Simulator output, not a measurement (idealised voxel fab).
The following process module bears the name voxel gate over fins.
The figure presents cross-section cut, which has a width of 300 nm and is divided into square cells with an edge length of 5 nm.
Heads up, the way a cross-section reads in here is a grid of square cells, handed over as bands from the top down, with every band being one or more rows of cells.
Basically the band line says how high the top is and how high the bottom is, in nm, and then what's in it from left to right, every material with its width in nm. Empty space shows up as "blank", and if a single material carries "full width" it runs the full band edge to edge.
Height reference: 0 = level under which incoming wafer is all one material. Lowest band: no bottom, runs on downward, e.g. "0 -> down".
The two numbers in a width such as "30..40" mark its ends across the band: the first belongs to the top row of cells, the second to the bottom row, and from each row to the next the width moves by the same amount.
"nothing altered" for a step: no cell of the cross-section changed in that step.
Reported under the label "Encapsulated voids" are the empty spaces having no open way to the top and comprising 8 cells or more; the notation for each is width x height at distance, in which the distance is measured from the left edge and all three values are in nm.
On each step's line, the part that comes after the settings is the simulator's own comment on the step.
When a step includes a mask, the "overlay nm" setting on its line states how far to the right of its planned place that mask lay, and negative values state how far to the left.
[Planned step list for the process]
| 1 | RECEIVE,material Si |
| 2 | CONFORMAL_DEP,material SiN,thk nm 10 |
| 3 | DIRECTIONAL_DEP,material aC,thk nm 15 |
| 4 | PATTERN,tone cover,mask id FINS,material resist,width nm 15,pitch nm 40,thk nm 35,overlay nm 0 |
| 5 | DIRECTIONAL_ETCH,etch materials aC,depth nm 15 |
| 6 | STRIP,etch materials resist |
| 7 | DIRECTIONAL_ETCH,etch materials SiN,depth nm 10 |
| 8 | DIRECTIONAL_ETCH,etch materials Si,depth nm 30 |
| 9 | STRIP,etch materials aC |
| 10 | OXIDIZE,depth nm 5 |
| 11 | FILL_DEP,material SiO2,thk nm 5 |
| 12 | CMP,height nm 10 |
| 13 | SELECTIVE_ETCH,etch materials SiO2,depth nm 25 |
| 14 | STRIP,etch materials SiN |
| 15 | CONFORMAL_DEP,material HfO2,thk nm 5 |
| 16 | CONFORMAL_DEP,material TiN,thk nm 5 |
| 17 | FILL_DEP,material W,thk nm 15 |
| 18 | CMP,height nm 20 |
| 19 | CONFORMAL_DEP,material SiCN,thk nm 10 |
Across this set of wafers, the varied parameter is the width nm of step 4. Starting conditions are identical for every wafer, and the plan reports the value assigned to the first wafer.
[Received wafers, first of several: cross-section after step 1]
- 0 -> down: Si full width
- Encapsulated voids: none
[The rows of the table below are wafers. Looking at the end of the module, a row counts, for every material, the cells the wafer has gained, shown as (+), or lost, shown as (-), since it was received; its closed voids come next]
width nm 15 | +78 HfO2 | -399 Si | +120 SiCN | +228 SiO2 | +78 TiN | +255 W | Encapsulated voids: none
width nm 20 | +78 HfO2 | -378 Si | +120 SiCN | +216 SiO2 | +78 TiN | +246 W | Encapsulated voids: none
width nm 25 | +78 HfO2 | -357 Si | +120 SiCN | +204 SiO2 | +78 TiN | +237 W | Encapsulated voids: none
